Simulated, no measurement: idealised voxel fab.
Title: Process Module voxel ribs on slabs
Displayed cross-section: cut, width of 215 nm, square cells sized 5 nm.
A cross-section is written here as square cells arranged in a grid, and it is given in bands from the top down, each band taking up one or more rows of cells. Band: top height; bottom height; in nm. Then, left to right: material with width in nm, for each material. "everywhere": a single material spanning edge to edge. "air": empty space. Height reference: 0 = level under which incoming wafer is all one material. Lowest band: no bottom, runs on downward, e.g. "0 and below". Width "30 to 40": first value at the band's top row of cells, second value at its bottom row, equal change from row to row. You'll sometimes find "nothing altered" written for a step, and that's the way of saying that nowhere in the cross-section did a cell change during that step. Fully sealed cavities: empty space of 8 cells or more with no open way to the top, each as width x height at its distance from the left edge, in nm. Post-settings text on a step line: simulator's own remark regarding the step. overlay nm: mask right of planned place by this much (step with mask). Neg. = left.

Planned process steps
1,RECEIVE [material Si]
2,DIRECTIONAL_DEP [material SiO2] [thk nm 20]
3,DIRECTIONAL_DEP [material polySi] [thk nm 25]
4,PATTERN [tone cover] [mask id RIB] [material resist] [width nm 30] [thk nm 20] [overlay nm 0]
5,DIRECTIONAL_ETCH [etch materials polySi] [depth nm 20]
6,STRIP [etch materials resist]
7,MASKED_ETCH [tone cover] [mask id SLAB] [width nm 70] [etch materials polySi] [depth nm 5] [overlay nm 0]
8,FILL_DEP [material SiO2] [thk nm 25]
9,CMP [height nm 65]
10,DIRECTIONAL_DEP [material W] [thk nm 10]
11,MASKED_ETCH [tone cover] [mask id HEATER] [width nm 40] [etch materials W] [depth nm 10] [overlay nm 0]
12,CONFORMAL_DEP [material SiO2] [thk nm 10]

Cross-section, incoming material, after step 1
    0 and below  Si everywhere
    Fully sealed cavities: none

First of two wafers: cross-section at end of module, run per plan
    85 down to 75  air 75 nm, SiO2 60 nm, air 80 nm
    75 down to 65  SiO2 85 nm, W 40 nm, SiO2 90 nm
    65 down to 45  SiO2 everywhere
    45 down to 25  SiO2 90 nm, polySi 30 nm, SiO2 95 nm
    25 down to 20  SiO2 70 nm, polySi 70 nm, SiO2 75 nm
    20 down to 0  SiO2 everywhere
    0 and below  Si everywhere
    Fully sealed cavities: none

This is the second of the two wafers, cross-sectioned at the end of the module; it started exactly like the first and was given the same plan, but it was run with one mistake
    75 down to 65  air 85 nm, W 40 nm, air 90 nm
    65 down to 45  SiO2 everywhere
    45 down to 25  SiO2 90 nm, polySi 30 nm, SiO2 95 nm
    25 down to 20  SiO2 70 nm, polySi 70 nm, SiO2 75 nm
    20 down to 0  SiO2 everywhere
    0 and below  Si everywhere
    Fully sealed cavities: none
what went wrong: heads up, step 12 of the plan was skipped and never actually ran
In the final state, the cell counts of the second wafer exceed or fall short of those of the first for the following materials: -94 SiO2
